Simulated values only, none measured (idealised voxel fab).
The following is a process module called voxel ribs on slabs.
Square cell edge 5 nm, section width 145 nm, ID cut.
How to read a cross-section here: the picture is a grid of square cells, written as bands going from the top down, and any band can span one or more rows of cells.
Top height, bottom height, nm. Materials left to right, width each, nm. Single material + "all across" = fills band edge to edge. "blank" = empty.
Heights are measured from 0, the level below which the as-received wafer is all one material; the lowest band has no bottom and continues downward, written as in "0 and below".
So if you see something like "30 to 40" for the width, read it as the top row of the band sitting at the first number and the bottom row at the second, with every row in between moving by the same amount as the last.
A step reported as "nothing was modified" is a step in which no cell of the cross-section changed.
Closed-off voids of 8+ cells (no open route to the top) go in "Cavities, sealed", written width x height at distance from the left edge, in nm.
Step line, after settings: the simulator's comment on this step.
overlay nm: mask right of planned place by this much (step with mask). Neg. = left.

List of planned process steps
1,RECEIVE: material Si
2,DIRECTIONAL_DEP: material SiO2, thk nm 25
3,DIRECTIONAL_DEP: material polySi, thk nm 20
4,DIRECTIONAL_DEP: material aC, thk nm 15
5,PATTERN: tone cover, mask id RIB, material resist, width nm 30, thk nm 30, overlay nm 0
6,DIRECTIONAL_ETCH: etch materials aC, depth nm 15
7,STRIP: etch materials resist
8,DIRECTIONAL_ETCH: etch materials polySi, depth nm 10
9,STRIP: etch materials aC
10,DIRECTIONAL_DEP: material aC, thk nm 10
11,PATTERN: tone cover, mask id SLAB, material resist, width nm 80, thk nm 25, overlay nm 0
12,DIRECTIONAL_ETCH: etch materials aC, depth nm 10
13,STRIP: etch materials resist
14,DIRECTIONAL_ETCH: etch materials polySi, depth nm 10
15,STRIP: etch materials aC
16,FILL_DEP: material SiO2, thk nm 20
17,CMP: height nm 55
18,DIRECTIONAL_DEP: material W, thk nm 5
19,DIRECTIONAL_DEP: material aC, thk nm 15
20,PATTERN: tone cover, mask id HEATER, material resist, width nm 40, thk nm 30, overlay nm 0
21,DIRECTIONAL_ETCH: etch materials aC, depth nm 15
22,STRIP: etch materials resist
23,DIRECTIONAL_ETCH: etch materials W, depth nm 5
24,STRIP: etch materials aC
25,CONFORMAL_DEP: material SiO2, thk nm 10

As received, after step 1
* 0 and below | Si all across
* Cavities, sealed: none

First wafer of two, sectioned at end of module; run went per plan
* 70 down to 65 | blank: 40, SiO2: 60, blank: 45
* 65 down to 60 | SiO2 all across
* 60 down to 55 | SiO2: 50, W: 40, SiO2: 55
* 55 down to 45 | SiO2 all across
* 45 down to 35 | SiO2: 55, polySi: 30, SiO2: 60
* 35 down to 25 | SiO2: 30, polySi: 80, SiO2: 35
* 25 down to 0 | SiO2 all across
* 0 and below | Si all across
* Cavities, sealed: none

Module end: cross-section of wafer two of two. Same start and process plan as the first wafer. One mistake during execution
* 60 down to 55 | blank: 50, W: 40, blank: 55
* 55 down to 45 | SiO2 all across
* 45 down to 35 | SiO2: 55, polySi: 30, SiO2: 60
* 35 down to 25 | SiO2: 30, polySi: 80, SiO2: 35
* 25 down to 0 | SiO2 all across
* 0 and below | Si all across
* Cavities, sealed: none
Short version of what went wrong: step 25 in the plan did not get run; it was skipped
The second wafer ends with more or fewer cells of some materials than the first, per final count: 62 fewer of SiO2
